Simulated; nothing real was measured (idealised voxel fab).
process module | voxel wiring stack
cross-section cut | 215 nm wide | cells 5 nm
A cross-section is a grid of square cells, given in bands from the top down. A band is one or more rows of cells.
Each band's line starts with the height of the band's top and of its bottom, in nm. Then come its materials from left to right, each with its width in nm. One material with "throughout" fills the band from edge to edge. "air" is empty space.
Height 0 is the level under which the wafer as received is all one material. The lowest band goes on downwards, as in "0 down".
A width such as "30 to 40" changes by the same amount from each row of cells to the next, from the band's top row to its bottom row.
"no change" after a step means that no cell of the cross-section changed.
closed voids: empty space of 8 cells or more with no open way to the top, each as width x height at its distance from the left edge, in nm
after a step's settings: what the simulator itself notes on the step
overlay nm, on a step with a mask: how far to the right of its planned place the mask lay; to the left if negative
plan
1 op RECEIVE | material Si
2 op CONFORMAL_DEP | material SiO2 | thk nm 15
3 op DIRECTIONAL_DEP | material TiN | thk nm 5
4 op DIRECTIONAL_DEP | material W | thk nm 25
5 op PATTERN | tone cover | mask id METAL_1 | material resist | width nm 25 | pitch nm 40 | thk nm 15 | overlay nm 0
6 op DIRECTIONAL_ETCH | etch materials W | depth nm 25
7 op DIRECTIONAL_ETCH | etch materials TiN | depth nm 5
8 op STRIP | etch materials resist
9 op FILL_DEP | material lowk | thk nm 10
10 op CMP | height nm 45
11 op CONFORMAL_DEP | material SiCN | thk nm 5
12 op DIRECTIONAL_DEP | material SiO2 | thk nm 30
13 op DIRECTIONAL_DEP | material aC | thk nm 10
14 op PATTERN | tone open | mask id METAL_2 | material resist | width nm 25 | pitch nm 40 | thk nm 25 | overlay nm -15
15 op DIRECTIONAL_ETCH | etch materials aC | depth nm 10
16 op STRIP | etch materials resist
17 op DIRECTIONAL_ETCH | etch materials SiO2 | depth nm 15
18 op STRIP | etch materials aC
19 op MASKED_ETCH | tone open | mask id METAL_2_HOLES | width nm 15 | pitch nm 40 | etch materials SiO2 | depth nm 15 | overlay nm 0
20 op MASKED_ETCH | tone open | mask id METAL_2_HOLES | width nm 15 | pitch nm 40 | etch materials SiCN | depth nm 5 | overlay nm 0
21 op CONFORMAL_DEP | material TiN | thk nm 5
22 op FILL_DEP | material Cu | thk nm 10
23 op CMP | height nm 80
24 op CONFORMAL_DEP | material SiN | thk nm 5
varied across the wafers: overlay nm of step 14. The plan shows the first wafer's value. All wafers start alike
first wafer as received, after step 1
  0 down: Si throughout
  closed voids: none
first wafer at the end, after step 24
  85 to 80: SiN throughout
  80 to 70: SiO2 20 | TiN 5 | Cu 20 | TiN 5 | SiO2 10 | TiN 5 | Cu 20 | TiN 5 | SiO2 10 | TiN 5 | Cu 20 | TiN 5 | SiO2 10 | TiN 5 | Cu 20 | TiN 5 | SiO2 45
  70 to 65: SiO2 20 | TiN 30 | SiO2 10 | TiN 30 | SiO2 10 | TiN 30 | SiO2 10 | TiN 30 | SiO2 45
  65 to 50: SiO2 35 | TiN 10 | SiO2 30 | TiN 10 | SiO2 30 | TiN 10 | SiO2 30 | TiN 10 | SiO2 50
  50 to 45: SiCN 35 | TiN 10 | SiCN 30 | TiN 10 | SiCN 30 | TiN 10 | SiCN 30 | TiN 10 | SiCN 50
  45 to 20: lowk 35 | W 25 | lowk 15 | W 25 | lowk 15 | W 25 | lowk 15 | W 25 | lowk 35
  20 to 15: lowk 35 | TiN 25 | lowk 15 | TiN 25 | lowk 15 | TiN 25 | lowk 15 | TiN 25 | lowk 35
  15 to 0: SiO2 throughout
  0 down: Si throughout
  closed voids: none
last wafer at the end
  85 to 80: SiN throughout
  80 to 70: SiO2 35 | TiN 5 | Cu 150 | TiN 5 | SiO2 20
  70 to 65: SiO2 35 | TiN 160 | SiO2 20
  65 to 50: SiO2 throughout
  50 to 45: SiCN throughout
  45 to 20: lowk 35 | W 25 | lowk 15 | W 25 | lowk 15 | W 25 | lowk 15 | W 25 | lowk 35
  20 to 15: lowk 35 | TiN 25 | lowk 15 | TiN 25 | lowk 15 | TiN 25 | lowk 15 | TiN 25 | lowk 35
  15 to 0: SiO2 throughout
  0 down: Si throughout
  closed voids: none
each wafer at the end: cells of each material gained (+) or lost (-) since it was received, then its closed voids
overlay nm -15 | +32 Cu | +35 SiCN | +43 SiN | +291 SiO2 | +92 TiN | +100 W | +138 lowk | closed voids: none
overlay nm -10 | +40 Cu | +31 SiCN | +43 SiN | +291 SiO2 | +88 TiN | +100 W | +138 lowk | closed voids: none
overlay nm -5 | +40 Cu | +31 SiCN | +43 SiN | +291 SiO2 | +88 TiN | +100 W | +138 lowk | closed voids: none
overlay nm 0 | +40 Cu | +31 SiCN | +43 SiN | +291 SiO2 | +88 TiN | +100 W | +138 lowk | closed voids: none
overlay nm 5 | +32 Cu | +35 SiCN | +43 SiN | +291 SiO2 | +92 TiN | +100 W | +138 lowk | closed voids: none
overlay nm 10 | +40 Cu | +39 SiCN | +43 SiN | +291 SiO2 | +80 TiN | +100 W | +138 lowk | closed voids: none
overlay nm 15 | +60 Cu | +43 SiCN | +43 SiN | +291 SiO2 | +56 TiN | +100 W | +138 lowk | closed voids: none
